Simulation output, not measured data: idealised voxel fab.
process module | voxel wiring stack
cross-section cut | 250 nm wide | cells 5 nm
A cross-section is a grid of square cells, given in bands from the top down. A band is one or more rows of cells.
Each band's line starts with the height of the band's top and of its bottom, in nm. Then come its materials from left to right, each with its width in nm. One material with "throughout" fills the band from edge to edge. "air" is empty space.
Height 0 is the level under which the wafer as received is all one material. The lowest band goes on downwards, as in "0 down".
A width such as "30 to 40" changes by the same amount from each row of cells to the next, from the band's top row to its bottom row.
"no change" after a step means that no cell of the cross-section changed.
closed voids: empty space of 8 cells or more with no open way to the top, each as width x height at its distance from the left edge, in nm
after a step's settings: what the simulator itself notes on the step
overlay nm, on a step with a mask: how far to the right of its planned place the mask lay; to the left if negative
plan
1 op RECEIVE | material Si
2 op CONFORMAL_DEP | material SiO2 | thk nm 10
3 op CONFORMAL_DEP | material SiCN | thk nm 5
4 op DIRECTIONAL_DEP | material lowk | thk nm 15
5 op DIRECTIONAL_DEP | material aC | thk nm 15
6 op PATTERN | tone open | mask id METAL_1 | material resist | width nm 20 | pitch nm 40 | thk nm 35 | overlay nm 0
7 op DIRECTIONAL_ETCH | etch materials aC | depth nm 15
8 op STRIP | etch materials resist
9 op DIRECTIONAL_ETCH | etch materials lowk | depth nm 15
10 op DIRECTIONAL_ETCH | etch materials SiCN | depth nm 5
11 op STRIP | etch materials aC
12 op CONFORMAL_DEP | material TiN | thk nm 5
13 op FILL_DEP | material W | thk nm 5
14 op CMP | height nm 30
15 op CONFORMAL_DEP | material SiCN | thk nm 5
16 op DIRECTIONAL_DEP | material SiO2 | thk nm 10
17 op DIRECTIONAL_DEP | material aC | thk nm 10
18 op PATTERN | tone open | mask id PLUG_1 | material resist | width nm 15 | pitch nm 40 | thk nm 30 | overlay nm 0
19 op DIRECTIONAL_ETCH | etch materials aC | depth nm 10
20 op STRIP | etch materials resist
21 op DIRECTIONAL_ETCH | etch materials SiO2 | depth nm 10
22 op DIRECTIONAL_ETCH | etch materials SiCN | depth nm 5
23 op STRIP | etch materials aC
24 op CONFORMAL_DEP | material TiN | thk nm 5
25 op FILL_DEP | material Cu | thk nm 10
26 op CMP | height nm 45
27 op CONFORMAL_DEP | material SiCN | thk nm 5
28 op DIRECTIONAL_DEP | material SiO2 | thk nm 15
29 op DIRECTIONAL_DEP | material aC | thk nm 15
30 op PATTERN | tone open | mask id METAL_2 | material resist | width nm 20 | pitch nm 40 | thk nm 35 | overlay nm 0
31 op DIRECTIONAL_ETCH | etch materials aC | depth nm 15
32 op STRIP | etch materials resist
33 op DIRECTIONAL_ETCH | etch materials SiO2 | depth nm 15
34 op DIRECTIONAL_ETCH | etch materials SiCN | depth nm 5
35 op STRIP | etch materials aC
36 op CONFORMAL_DEP | material TiN | thk nm 5
37 op FILL_DEP | material Ru | thk nm 5
38 op CMP | height nm 65
39 op CONFORMAL_DEP | material SiCN | thk nm 5
40 op DIRECTIONAL_DEP | material lowk | thk nm 35
41 op DIRECTIONAL_DEP | material aC | thk nm 10
42 op PATTERN | tone open | mask id METAL_3_HOLES | material resist | width nm 15 | pitch nm 40 | thk nm 25 | overlay nm 0
43 op DIRECTIONAL_ETCH | etch materials aC | depth nm 10
44 op STRIP | etch materials resist
45 op DIRECTIONAL_ETCH | etch materials lowk | depth nm 35
46 op STRIP | etch materials aC
47 op PATTERN | tone open | mask id METAL_3 | material resist | width nm 20 | pitch nm 40 | thk nm 20 | overlay nm 0
48 op DIRECTIONAL_ETCH | etch materials lowk | depth nm 20
49 op DIRECTIONAL_ETCH | etch materials SiCN | depth nm 5
50 op STRIP | etch materials resist
51 op CONFORMAL_DEP | material TiN | thk nm 5
52 op FILL_DEP | material Cu | thk nm 5
53 op CMP | height nm 105
54 op CONFORMAL_DEP | material SiN | thk nm 5
as received, after step 1
  0 down: Si throughout
  closed voids: none
first wafer at the end, as planned
  110 to 105: SiN throughout
  105 to 90: lowk 75 | TiN 5 | Cu 10 | TiN 5 | lowk 20 | TiN 5 | Cu 10 | TiN 5 | lowk 20 | TiN 5 | Cu 10 | TiN 5 | lowk 75
  90 to 85: lowk 75 | TiN 5 | Cu 5 | TiN 10 | lowk 20 | TiN 5 | Cu 5 | TiN 10 | lowk 20 | TiN 5 | Cu 5 | TiN 10 | lowk 75
  85 to 70: lowk 75 | TiN 5 | Cu 5 | TiN 5 | lowk 25 | TiN 5 | Cu 5 | TiN 5 | lowk 25 | TiN 5 | Cu 5 | TiN 5 | lowk 80
  70 to 65: SiCN 75 | TiN 15 | SiCN 25 | TiN 15 | SiCN 25 | TiN 15 | SiCN 80
  65 to 50: SiO2 75 | TiN 5 | Ru 10 | TiN 5 | SiO2 20 | TiN 5 | Ru 10 | TiN 5 | SiO2 20 | TiN 5 | Ru 10 | TiN 5 | SiO2 75
  50 to 45: SiCN 75 | TiN 20 | SiCN 20 | TiN 20 | SiCN 20 | TiN 20 | SiCN 75
  45 to 35: SiO2 75 | TiN 5 | Cu 5 | TiN 5 | SiO2 25 | TiN 5 | Cu 5 | TiN 5 | SiO2 25 | TiN 5 | Cu 5 | TiN 5 | SiO2 80
  35 to 30: SiCN 75 | TiN 15 | SiCN 25 | TiN 15 | SiCN 25 | TiN 15 | SiCN 80
  30 to 15: lowk 75 | TiN 5 | W 10 | TiN 5 | lowk 20 | TiN 5 | W 10 | TiN 5 | lowk 20 | TiN 5 | W 10 | TiN 5 | lowk 75
  15 to 10: SiCN 75 | TiN 20 | SiCN 20 | TiN 20 | SiCN 20 | TiN 20 | SiCN 75
  10 to 0: SiO2 throughout
  0 down: Si throughout
  closed voids: none
second wafer at the end: like start, like plan, one mistake
  110 to 105: SiN throughout
  105 to 90: lowk 75 | TiN 5 | Cu 5 | TiN 5 | lowk 25 | TiN 5 | Cu 5 | TiN 5 | lowk 25 | TiN 5 | Cu 5 | TiN 5 | lowk 80
  90 to 85: lowk 75 | TiN 15 | lowk 25 | TiN 15 | lowk 25 | TiN 15 | lowk 80
  85 to 70: lowk throughout
  70 to 65: SiCN throughout
  65 to 50: SiO2 75 | TiN 5 | Ru 10 | TiN 5 | SiO2 20 | TiN 5 | Ru 10 | TiN 5 | SiO2 20 | TiN 5 | Ru 10 | TiN 5 | SiO2 75
  50 to 45: SiCN 75 | TiN 20 | SiCN 20 | TiN 20 | SiCN 20 | TiN 20 | SiCN 75
  45 to 35: SiO2 75 | TiN 5 | Cu 5 | TiN 5 | SiO2 25 | TiN 5 | Cu 5 | TiN 5 | SiO2 25 | TiN 5 | Cu 5 | TiN 5 | SiO2 80
  35 to 30: SiCN 75 | TiN 15 | SiCN 25 | TiN 15 | SiCN 25 | TiN 15 | SiCN 80
  30 to 15: lowk 75 | TiN 5 | W 10 | TiN 5 | lowk 20 | TiN 5 | W 10 | TiN 5 | lowk 20 | TiN 5 | W 10 | TiN 5 | lowk 75
  15 to 10: SiCN 75 | TiN 20 | SiCN 20 | TiN 20 | SiCN 20 | TiN 20 | SiCN 75
  10 to 0: SiO2 throughout
  0 down: Si throughout
  closed voids: none
what went wrong: step 40 was run twice
at the end the second wafer has, in cells: 21 fewer of Cu | 9 more of SiCN | 27 fewer of TiN | 39 more of lowk
